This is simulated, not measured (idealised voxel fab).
Name of the process module below: voxel trench capacitor
Square cells of 5 nm make up the cross-section cut, whose width is 295 nm.
Cross-section layout: square cells on a grid; listed as bands, top to bottom; a band spans one or more cell rows. Heads up on the band format: heights come first, top then bottom, in nm. After that it's the materials left to right, each with its width in nm. A single material flagged "throughout" fills the whole band edge to edge, and "empty" means there's empty space there. Below 0: as-received wafer, all one material; heights counted from there. Lowest band: no bottom, goes on down, written "top 0, no bottom". Quick explanation for "30 to 40": the width changes in equal steps down the rows of cells, from the first number in the band's top row to the second number in its bottom row. Where the words "changes: none" appear for a step, the cross-section shows no cell changed by that step; every cell remained as before. "Listed closed voids" contains a list of empty spaces, each no smaller than 8 cells and without an open way to the top, written in the form width x height at distance with the distance from the left edge and all three in nm. Note: text after step settings on the step line = simulator remark on that step. Regarding "overlay nm": on a step with a mask, it is the distance the mask lay to the right of its planned place; a negative value places it to the left.

[Below is the list of planned process steps]
- 1: RECEIVE,material Si
- 2: CONFORMAL_DEP,material SiN,thk nm 10
- 3: PATTERN,tone open,mask id TRENCH,material resist,width nm 15,pitch nm 35,thk nm 20,overlay nm 0
- 4: DIRECTIONAL_ETCH,etch materials SiN,depth nm 10
- 5: DIRECTIONAL_ETCH,etch materials Si,depth nm 25
- 6: STRIP,etch materials resist
- 7: CONFORMAL_DEP,material Al2O3,thk nm 5
- 8: FILL_DEP,material polySi,thk nm 5
- 9: CMP,height nm 10

[As-received state of the wafer in cross-section, equivalent to post-step 1]
- top 0, no bottom | Si throughout
- Listed closed voids: none

[First of two wafers at the end of the module, shown in cross-section; run carried out as planned]
- top 10, bottom 0 | 105 of SiN, then 5 of Al2O3, then 5 of polySi, then 5 of Al2O3, then 20 of SiN, then 5 of Al2O3, then 5 of polySi, then 5 of Al2O3, then 20 of SiN, then 5 of Al2O3, then 5 of polySi, then 5 of Al2O3, then 105 of SiN
- top 0, bottom -20 | 105 of Si, then 5 of Al2O3, then 5 of polySi, then 5 of Al2O3, then 20 of Si, then 5 of Al2O3, then 5 of polySi, then 5 of Al2O3, then 20 of Si, then 5 of Al2O3, then 5 of polySi, then 5 of Al2O3, then 105 of Si
- top -20, bottom -25 | 105 of Si, then 15 of Al2O3, then 20 of Si, then 15 of Al2O3, then 20 of Si, then 15 of Al2O3, then 105 of Si
- top -25, no bottom | Si throughout
- Listed closed voids: none

[Wafer two, sectioned after the module: the first wafer's start, the first wafer's plan, and one mistake in how it was run]
- top 10, bottom 0 | 115 of SiN, then 5 of Al2O3, then 5 of polySi, then 5 of Al2O3, then 20 of SiN, then 5 of Al2O3, then 5 of polySi, then 5 of Al2O3, then 20 of SiN, then 5 of Al2O3, then 5 of polySi, then 5 of Al2O3, then 95 of SiN
- top 0, bottom -20 | 115 of Si, then 5 of Al2O3, then 5 of polySi, then 5 of Al2O3, then 20 of Si, then 5 of Al2O3, then 5 of polySi, then 5 of Al2O3, then 20 of Si, then 5 of Al2O3, then 5 of polySi, then 5 of Al2O3, then 95 of Si
- top -20, bottom -25 | 115 of Si, then 15 of Al2O3, then 20 of Si, then 15 of Al2O3, then 20 of Si, then 15 of Al2O3, then 95 of Si
- top -25, no bottom | Si throughout
- Listed closed voids: none
Run error: step 3 went in with a setting other than planned; the actual run was PATTERN,tone open,mask id TRENCH,material resist,width nm 15,pitch nm 35,thk nm 20,overlay nm 10
Cell counts per material: same on both final wafers. Positions: different.
